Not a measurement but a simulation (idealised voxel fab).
process module | voxel gate over fins
The cross-section shown here is cut; it is 255 nm wide and divided into square cells measuring 5 nm on a side.
Think of the cross-section as a grid of square cells. We describe it in bands, top to bottom, and each band covers one or more rows of those cells.
Quick guide to a band line: top height, bottom height (nm) up front; then every material left to right with its width in nm. Only one material and it's marked "edge to edge"? Then it fills the band edge to edge. And "blank" just means empty space.
Height reference: 0 = level under which incoming wafer is all one material. Lowest band: no bottom, runs on downward, e.g. "0..down".
Width spec "30..40" -> top row of cells at first value, bottom row at second value, equal per-row change in between.
Key: "remained unchanged" - step with no changed cell in the cross-section.
"Closed void list": sealed empty spaces, 8 cells or more, no open way to top, listed width x height at distance, with distance from the left edge and width, height and distance in nm.
Read whatever lies past the settings on a step's line as the simulator's own remark about the step.
You can add "overlay nm" to a step's line. For a step with a mask, it describes how far the mask lay to the right of its planned position, and a negative number describes a lay to the left.

The following list gives the planned process steps:
1. op RECEIVE | material Si
2. op CONFORMAL_DEP | material SiN | thk nm 10
3. op PATTERN | tone cover | mask id FINS | material resist | width nm 15 | pitch nm 35 | thk nm 15 | overlay nm 0
4. op DIRECTIONAL_ETCH | etch materials SiN | depth nm 10
5. op DIRECTIONAL_ETCH | etch materials Si | depth nm 30
6. op STRIP | etch materials resist
7. op FILL_DEP | material SiO2 | thk nm 5
8. op CMP | height nm 10
9. op SELECTIVE_ETCH | etch materials SiO2 | depth nm 25
10. op STRIP | etch materials SiN
11. op CONFORMAL_DEP | material HfO2 | thk nm 5
12. op CONFORMAL_DEP | material TiN | thk nm 5
13. op CONFORMAL_DEP | material TiAl | thk nm 5
14. op CONFORMAL_DEP | material TiN | thk nm 5
15. op FILL_DEP | material W | thk nm 15
16. op CMP | height nm 30
17. op CONFORMAL_DEP | material SiN | thk nm 10

Step 1 complete: cross-section of the wafer as received:
    0..down | Si edge to edge
    Closed void list: none

End-of-module cross-section of the first of two wafers, processed as planned:
    40..30 | SiN edge to edge
    30..20 | W edge to edge
    20..15 | W 45, TiN 160, W 50
    15..10 | W 45, TiN 5, TiAl 150, TiN 5, W 50
    10..5 | W 45, TiN 5, TiAl 5, TiN 140, TiAl 5, TiN 5, W 50
    5..0 | TiN 50, TiAl 5, TiN 5, HfO2 25, TiN 10, HfO2 25, TiN 10, HfO2 25, TiN 10, HfO2 25, TiN 5, TiAl 5, TiN 55
    0..-5 | TiAl 55, TiN 5, HfO2 5, Si 15, HfO2 5, TiN 10, HfO2 5, Si 15, HfO2 5, TiN 10, HfO2 5, Si 15, HfO2 5, TiN 10, HfO2 5, Si 15, HfO2 5, TiN 5, TiAl 60
    -5..-10 | TiN 60, HfO2 5, Si 15, HfO2 5, TiN 10, HfO2 5, Si 15, HfO2 5, TiN 10, HfO2 5, Si 15, HfO2 5, TiN 10, HfO2 5, Si 15, HfO2 5, TiN 65
    -10..-15 | HfO2 65, Si 15, HfO2 20, Si 15, HfO2 20, Si 15, HfO2 20, Si 15, HfO2 70
    -15..-30 | SiO2 65, Si 15, SiO2 20, Si 15, SiO2 20, Si 15, SiO2 20, Si 15, SiO2 70
    -30..down | Si edge to edge
    Closed void list: none

Wafer two cross-section, module end. Start and plan unchanged from wafer one; one mistake made during the run:
    40..30 | SiN edge to edge
    30..20 | W edge to edge
    20..15 | W 45, TiN 160, W 50
    15..10 | W 45, TiN 5, TiAl 150, TiN 5, W 50
    10..5 | W 45, TiN 5, TiAl 5, TiN 140, TiAl 5, TiN 5, W 50
    5..0 | TiN 50, TiAl 5, TiN 5, HfO2 25, TiN 10, HfO2 25, TiN 10, HfO2 25, TiN 10, HfO2 25, TiN 5, TiAl 5, TiN 55
    0..-5 | TiAl 55, TiN 5, HfO2 5, Si 15, HfO2 5, TiN 10, HfO2 5, Si 15, HfO2 5, TiN 10, HfO2 5, Si 15, HfO2 5, TiN 10, HfO2 5, Si 15, HfO2 5, TiN 5, TiAl 60
    -5..-10 | TiN 60, HfO2 5, Si 15, HfO2 5, TiN 10, HfO2 5, Si 15, HfO2 5, TiN 10, HfO2 5, Si 15, HfO2 5, TiN 10, HfO2 5, Si 15, HfO2 5, TiN 65
    -10..-15 | HfO2 65, Si 15, HfO2 20, Si 15, HfO2 20, Si 15, HfO2 20, Si 15, HfO2 70
    -15..-60 | SiO2 65, Si 15, SiO2 20, Si 15, SiO2 20, Si 15, SiO2 20, Si 15, SiO2 70
    -60..down | Si edge to edge
    Closed void list: none
In executing the process, a mistake was made relative to the plan: regarding the plan, step 5 was run twice
at the end the second wafer has, in cells: 234 fewer of Si; 234 more of SiO2
